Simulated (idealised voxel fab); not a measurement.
Process module under the name voxel capacitor over wiring
The width of the displayed cross-section, cut, is 195 nm; its cells are square, with a size of 5 nm.
Each cross-section below is a grid of square cells, stated as bands in top-down order, with one or more rows of cells making up each band.
Read a band's entry like this: the first values are the height of its top and the height of its bottom in nm, and what follows is the sequence of materials from left to right, each with its width in nm. Note that "air" is empty space, and that a single material marked "all across" reaches across the band from edge to edge.
For the purposes of this specification, 0 denotes the height below which the wafer in its as-received condition is composed wholly of one material, and the lowermost band, lacking a lower limit, extends downward without end, as expressed in "from 0 down".
A two-number width, for instance "30 to 40", indicates that the width is equal to the first number in the top row of the band and to the second number in the bottom row, and that it changes by a constant amount per row of cells.
Given "left unchanged" for a step, no cell of the cross-section differs between before and after that step.
Entry "Closed void roster". Content: empty spaces with no open connection to the top, size 8 cells or greater. Each: width x height at distance. Distance: from left edge. Unit: nm.
What comes after the settings on a step's line is commentary from the simulator itself on that step.
"overlay nm", when on a step's line for a step with a mask, measures how far to the right of its planned place the mask lay; a negative measure means to the left.
BELOW IS THE LIST OF PLANNED PROCESS STEPS
| 1 | RECEIVE with material Si |
| 2 | CONFORMAL_DEP with material SiO2, thk nm 10 |
| 3 | DIRECTIONAL_DEP with material TiN, thk nm 5 |
| 4 | DIRECTIONAL_DEP with material W, thk nm 25 |
| 5 | PATTERN with tone cover, mask id METAL_1, material resist, width nm 25, pitch nm 90, thk nm 15, overlay nm 0 |
| 6 | DIRECTIONAL_ETCH with etch materials W, depth nm 25 |
| 7 | DIRECTIONAL_ETCH with etch materials TiN, depth nm 5 |
| 8 | STRIP with etch materials resist |
| 9 | CONFORMAL_DEP with material SiN, thk nm 5 |
| 10 | FILL_DEP with material SiO2, thk nm 5 |
| 11 | CMP with height nm 40 |
| 12 | CONFORMAL_DEP with material SiCN, thk nm 5 |
| 13 | DIRECTIONAL_DEP with material SiO2, thk nm 20 |
| 14 | DIRECTIONAL_DEP with material aC, thk nm 15 |
| 15 | PATTERN with tone open, mask id PLUG_1, material resist, width nm 15, thk nm 35, overlay nm 0 |
| 16 | DIRECTIONAL_ETCH with etch materials aC, depth nm 15 |
| 17 | STRIP with etch materials resist |
| 18 | DIRECTIONAL_ETCH with etch materials SiO2, depth nm 20 |
| 19 | DIRECTIONAL_ETCH with etch materials SiCN, depth nm 5 |
| 20 | STRIP with etch materials aC |
| 21 | EPI with material Ru, thk nm 10 |
| 22 | EPI with material Ru, thk nm 10 |
| 23 | EPI with material Ru, thk nm 5 |
| 24 | DIRECTIONAL_DEP with material TiN, thk nm 5 |
| 25 | DIRECTIONAL_DEP with material Al2O3, thk nm 5 |
| 26 | DIRECTIONAL_DEP with material TiN, thk nm 10 |
| 27 | MASKED_ETCH with tone cover, mask id UPPER_PLATE, width nm 70, etch materials TiN, depth nm 10, overlay nm 0 |
| 28 | MASKED_ETCH with tone cover, mask id UPPER_PLATE, width nm 60, etch materials Al2O3, depth nm 5, overlay nm 0 |
| 29 | MASKED_ETCH with tone cover, mask id LOWER_PLATE, width nm 80, etch materials TiN, depth nm 5, overlay nm 0 |
| 30 | FILL_DEP with material SiO2, thk nm 20 |
| 31 | CMP with height nm 100 |
| 32 | MASKED_ETCH with tone open, mask id PLUG_2, width nm 15, etch materials SiO2, depth nm 15, overlay nm 0 |
| 33 | CONFORMAL_DEP with material TiN, thk nm 5 |
| 34 | FILL_DEP with material Ru, thk nm 5 |
| 35 | CMP with height nm 100 |
| 36 | CONFORMAL_DEP with material SiCN, thk nm 5 |
Wafer-to-wafer difference: width nm, step 28. Common start. Plan = first wafer's value.
AS-RECEIVED STATE AFTER STEP 1, FIRST OF SEVERAL WAFERS, CROSS-SECTION
> from 0 down  Si all across
> Closed void roster: none
TAKE ANY ROW AND YOU HAVE A WAFER AT THE END OF THE MODULE: HOW MANY CELLS OF EACH MATERIAL IT HAS GAINED (+) OR LOST (-) SINCE IT WAS RECEIVED, AND THEN ITS CLOSED VOIDS
width nm 60; +14 Al2O3; +17 Ru; +75 SiCN; +49 SiN; +553 SiO2; +61 TiN; +50 W; Closed void roster: none
width nm 65; +14 Al2O3; +17 Ru; +75 SiCN; +49 SiN; +553 SiO2; +61 TiN; +50 W; Closed void roster: none
width nm 70; +14 Al2O3; +17 Ru; +75 SiCN; +49 SiN; +553 SiO2; +61 TiN; +50 W; Closed void roster: none
width nm 75; +15 Al2O3; +17 Ru; +75 SiCN; +49 SiN; +552 SiO2; +61 TiN; +50 W; Closed void roster: none
width nm 80; +16 Al2O3; +17 Ru; +75 SiCN; +49 SiN; +551 SiO2; +61 TiN; +50 W; Closed void roster: none
width nm 85; +17 Al2O3; +17 Ru; +75 SiCN; +49 SiN; +549 SiO2; +62 TiN; +50 W; Closed void roster: none
